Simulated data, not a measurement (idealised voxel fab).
Process module in this document: voxel transistor to metal
The width of the displayed cross-section, cut, is 275 nm; its cells are square, with a size of 5 nm.
Cross-section layout: square cells on a grid; listed as bands, top to bottom; a band spans one or more cell rows.
Per band: top height and bottom height in nm, followed by the left-to-right materials and their widths in nm; "full width" marks a single material spanning edge to edge, "air" marks empty space.
The level at which height equals 0 is the one under which the wafer, as it arrives, is entirely one material. No lower edge exists for the bottom band, which continues downward and is notated as in "0 down".
When a width is written as two numbers, as in "30..40", the first number is the width in the top row of cells of the band and the second is the width in its bottom row, and the width changes by the same amount from each row to the next.
"nothing altered" for a step: no cell of the cross-section changed in that step.
Closed empty spaces (no open way to the top) of 8 cells or more are what "Enclosed internal voids" lists, each as width x height at distance from the left edge, nm for all three.
On each step's line, the part that comes after the settings is the simulator's own comment on the step.
"overlay nm", when on a step's line for a step with a mask, measures how far to the right of its planned place the mask lay; a negative measure means to the left.
### These are the steps we planned for the process
step 1: RECEIVE, material Si
step 2: OXIDIZE, depth nm 5
step 3: CONFORMAL_DEP, material SiN, thk nm 15
step 4: PATTERN, tone cover, mask id ACTIVE, material resist, width nm 100, pitch nm 125, thk nm 15, overlay nm 0
step 5: DIRECTIONAL_ETCH, etch materials SiN, depth nm 15
step 6: DIRECTIONAL_ETCH, etch materials SiO2, depth nm 5
step 7: DIRECTIONAL_ETCH, etch materials Si, depth nm 35
step 8: STRIP, etch materials resist
step 9: FILL_DEP, material SiO2, thk nm 10
step 10: CMP, height nm 15
step 11: SELECTIVE_ETCH, etch materials SiO2, depth nm 10
step 12: STRIP, etch materials SiN
step 13: SELECTIVE_ETCH, etch materials SiO2, depth nm 5
step 14: OXIDIZE, depth nm 5
step 15: DIRECTIONAL_DEP, material polySi, thk nm 30
step 16: DIRECTIONAL_DEP, material SiCN, thk nm 10
step 17: PATTERN, tone cover, mask id GATE, material resist, width nm 20, pitch nm 125, thk nm 15, overlay nm 0
step 18: DIRECTIONAL_ETCH, etch materials SiCN, depth nm 20
step 19: DIRECTIONAL_ETCH, etch materials polySi, depth nm 40
step 20: STRIP, etch materials resist
step 21: CONFORMAL_DEP, material SiO2, thk nm 5
step 22: DIRECTIONAL_ETCH, etch materials SiO2, depth nm 5
step 23: CONFORMAL_DEP, material SiN, thk nm 10
step 24: DIRECTIONAL_ETCH, etch materials SiN, depth nm 10
step 25: DIRECTIONAL_ETCH, etch materials SiO2, depth nm 5
step 26: EPI, material pSi, thk nm 5
step 27: FILL_DEP, material SiO2, thk nm 5
step 28: CMP, height nm 35
step 29: DIRECTIONAL_DEP, material SiO2, thk nm 15
step 30: PATTERN, tone open, mask id CONTACT, material resist, width nm 15, thk nm 20, overlay nm 0
step 31: DIRECTIONAL_ETCH, etch materials SiO2, depth nm 55
step 32: STRIP, etch materials resist
step 33: CONFORMAL_DEP, material TiN, thk nm 5
step 34: FILL_DEP, material Ru, thk nm 10
step 35: CMP, height nm 50
step 36: CONFORMAL_DEP, material SiN, thk nm 5
step 37: DIRECTIONAL_DEP, material SiO2, thk nm 15
step 38: MASKED_ETCH, tone open, mask id METAL_1, width nm 15, etch materials SiO2, depth nm 15, overlay nm 0
step 39: MASKED_ETCH, tone open, mask id METAL_1, width nm 15, etch materials SiN, depth nm 5, overlay nm 0
step 40: CONFORMAL_DEP, material TiN, thk nm 5
step 41: FILL_DEP, material Cu, thk nm 10
step 42: CMP, height nm 70
step 43: EPI, material Ru, thk nm 5
step 44: FILL_DEP, material SiCN, thk nm 5
step 45: DIRECTIONAL_DEP, material lowk, thk nm 35
step 46: DIRECTIONAL_DEP, material aC, thk nm 15
step 47: PATTERN, tone open, mask id METAL_2, material resist, width nm 15, pitch nm 125, thk nm 35, overlay nm 0
step 48: DIRECTIONAL_ETCH, etch materials aC, depth nm 15
step 49: STRIP, etch materials resist
step 50: DIRECTIONAL_ETCH, etch materials lowk, depth nm 20
step 51: STRIP, etch materials aC
step 52: PATTERN, tone open, mask id METAL_2_HOLES, material resist, width nm 15, pitch nm 125, thk nm 15, overlay nm 0
step 53: DIRECTIONAL_ETCH, etch materials lowk, depth nm 15
step 54: DIRECTIONAL_ETCH, etch materials SiCN, depth nm 5
step 55: STRIP, etch materials resist
step 56: CONFORMAL_DEP, material TiN, thk nm 5
step 57: FILL_DEP, material Cu, thk nm 5
step 58: CMP, height nm 115
step 59: CONFORMAL_DEP, material SiN, thk nm 5
### This is the cross-section of the wafer as we received it, i.e. after step 1
* 0 down = Si full width
* Enclosed internal voids: none
### First of two wafers: cross-section at end of module, run per plan
* 120 to 115 = SiN full width
* 115 to 80 = lowk=30 / TiN=5 / Cu=5 / TiN=5 / lowk=110 / TiN=5 / Cu=5 / TiN=5 / lowk=105
* 80 to 75 = SiCN=30 / TiN=15 / SiCN=110 / TiN=15 / SiCN=105
* 75 to 70 = SiCN=25 / Ru=25 / SiCN=50 / Ru=25 / SiCN=25 / Ru=25 / SiCN=50 / Ru=25 / SiCN=25
* 70 to 55 = SiO2=30 / TiN=5 / Cu=5 / TiN=5 / SiO2=60 / TiN=5 / Cu=5 / TiN=5 / SiO2=35 / TiN=5 / Cu=5 / TiN=5 / SiO2=60 / TiN=5 / Cu=5 / TiN=5 / SiO2=30
* 55 to 50 = SiN=30 / TiN=15 / SiN=60 / TiN=15 / SiN=35 / TiN=15 / SiN=60 / TiN=15 / SiN=30
* 50 to 35 = SiO2=30 / TiN=5 / Ru=5 / TiN=5 / SiO2=60 / TiN=5 / Ru=5 / TiN=5 / SiO2=35 / TiN=5 / Ru=5 / TiN=5 / SiO2=60 / TiN=5 / Ru=5 / TiN=5 / SiO2=30
* 35 to 25 = SiO2=30 / TiN=5 / Ru=5 / TiN=5 / SiO2=5 / SiN=10 / SiO2=5 / SiCN=20 / SiO2=5 / SiN=10 / SiO2=5 / TiN=5 / Ru=5 / TiN=5 / SiO2=35 / TiN=5 / Ru=5 / TiN=5 / SiO2=5 / SiN=10 / SiO2=5 / SiCN=20 / SiO2=5 / SiN=10 / SiO2=5 / TiN=5 / Ru=5 / TiN=5 / SiO2=30
* 25 to 5 = SiO2=30 / TiN=5 / Ru=5 / TiN=5 / SiO2=5 / SiN=10 / SiO2=5 / polySi=20 / SiO2=5 / SiN=10 / SiO2=5 / TiN=5 / Ru=5 / TiN=5 / SiO2=35 / TiN=5 / Ru=5 / TiN=5 / SiO2=5 / SiN=10 / SiO2=5 / polySi=20 / SiO2=5 / SiN=10 / SiO2=5 / TiN=5 / Ru=5 / TiN=5 / SiO2=30
* 5 to 0 = SiO2=30 / TiN=15 / SiO2=5 / SiN=10 / SiO2=5 / polySi=20 / SiO2=5 / SiN=10 / SiO2=5 / TiN=15 / SiO2=35 / TiN=15 / SiO2=5 / SiN=10 / SiO2=5 / polySi=20 / SiO2=5 / SiN=10 / SiO2=5 / TiN=15 / SiO2=30
* 0 to -5 = SiO2=25 / SiN=10 / TiN=10 / SiO2=5 / SiN=10 / SiO2=5 / polySi=20 / SiO2=5 / SiN=10 / SiO2=5 / TiN=10 / SiN=10 / SiO2=25 / SiN=10 / TiN=10 / SiO2=5 / SiN=10 / SiO2=5 / polySi=20 / SiO2=5 / SiN=10 / SiO2=5 / TiN=10 / SiN=10 / SiO2=25
* -5 to -10 = SiO2=35 / pSi=15 / SiO2=50 / pSi=15 / SiO2=45 / pSi=15 / SiO2=50 / pSi=15 / SiO2=35
* -10 to -40 = SiO2=25 / Si=100 / SiO2=25 / Si=100 / SiO2=25
* -40 down = Si full width
* Enclosed internal voids: none
### Module end: cross-section of wafer two of two. Same start and process plan as the first wafer. One mistake during execution
* 120 to 115 = SiN full width
* 115 to 80 = lowk=30 / TiN=5 / Cu=5 / TiN=5 / lowk=110 / TiN=5 / Cu=5 / TiN=5 / lowk=105
* 80 to 75 = SiCN=30 / TiN=15 / SiCN=110 / TiN=15 / SiCN=105
* 75 to 70 = SiCN=25 / Ru=25 / SiCN=50 / Ru=25 / SiCN=25 / Ru=25 / SiCN=50 / Ru=25 / SiCN=25
* 70 to 55 = SiO2=30 / TiN=5 / Cu=5 / TiN=5 / SiO2=60 / TiN=5 / Cu=5 / TiN=5 / SiO2=35 / TiN=5 / Cu=5 / TiN=5 / SiO2=60 / TiN=5 / Cu=5 / TiN=5 / SiO2=30
* 55 to 50 = SiN=30 / TiN=15 / SiN=60 / TiN=15 / SiN=35 / TiN=15 / SiN=60 / TiN=15 / SiN=30
* 50 to 35 = SiO2=30 / TiN=5 / Ru=5 / TiN=5 / SiO2=60 / TiN=5 / Ru=5 / TiN=5 / SiO2=35 / TiN=5 / Ru=5 / TiN=5 / SiO2=60 / TiN=5 / Ru=5 / TiN=5 / SiO2=30
* 35 to 25 = SiO2=30 / TiN=5 / Ru=5 / TiN=5 / SiO2=5 / SiN=10 / SiO2=5 / SiCN=25 / SiO2=5 / SiN=10 / TiN=5 / Ru=5 / TiN=5 / SiO2=35 / TiN=5 / Ru=5 / TiN=5 / SiO2=5 / SiN=10 / SiO2=5 / SiCN=25 / SiO2=5 / SiN=10 / TiN=5 / Ru=5 / TiN=5 / SiO2=30
* 25 to 5 = SiO2=30 / TiN=5 / Ru=5 / TiN=5 / SiO2=5 / SiN=10 / SiO2=5 / polySi=25 / SiO2=5 / SiN=10 / TiN=5 / Ru=5 / TiN=5 / SiO2=35 / TiN=5 / Ru=5 / TiN=5 / SiO2=5 / SiN=10 / SiO2=5 / polySi=25 / SiO2=5 / SiN=10 / TiN=5 / Ru=5 / TiN=5 / SiO2=30
* 5 to 0 = SiO2=30 / TiN=15 / SiO2=5 / SiN=10 / SiO2=5 / polySi=25 / SiO2=5 / SiN=10 / TiN=15 / SiO2=35 / TiN=15 / SiO2=5 / SiN=10 / SiO2=5 / polySi=25 / SiO2=5 / SiN=10 / TiN=15 / SiO2=30
* 0 to -5 = SiO2=25 / SiN=10 / TiN=10 / SiO2=5 / SiN=10 / SiO2=5 / polySi=25 / SiO2=5 / SiN=10 / TiN=10 / SiN=10 / SiO2=25 / SiN=10 / TiN=10 / SiO2=5 / SiN=10 / SiO2=5 / polySi=25 / SiO2=5 / SiN=10 / TiN=10 / SiN=10 / SiO2=25
* -5 to -10 = SiO2=35 / pSi=15 / SiO2=55 / pSi=10 / SiO2=45 / pSi=15 / SiO2=55 / pSi=10 / SiO2=35
* -10 to -40 = SiO2=25 / Si=100 / SiO2=25 / Si=100 / SiO2=25
* -40 down = Si full width
* Enclosed internal voids: none
It is concluded that the wafer was processed incorrectly with respect to the plan, in that in deviation from the planned setting, step 17 was conducted as PATTERN, tone cover, mask id GATE, material resist, width nm 25, pitch nm 125, thk nm 15, overlay nm 0
Wafer comparison, final, in cells, second relative to first, materials more or fewer: SiCN +4, SiO2 -14, pSi -2, polySi +12
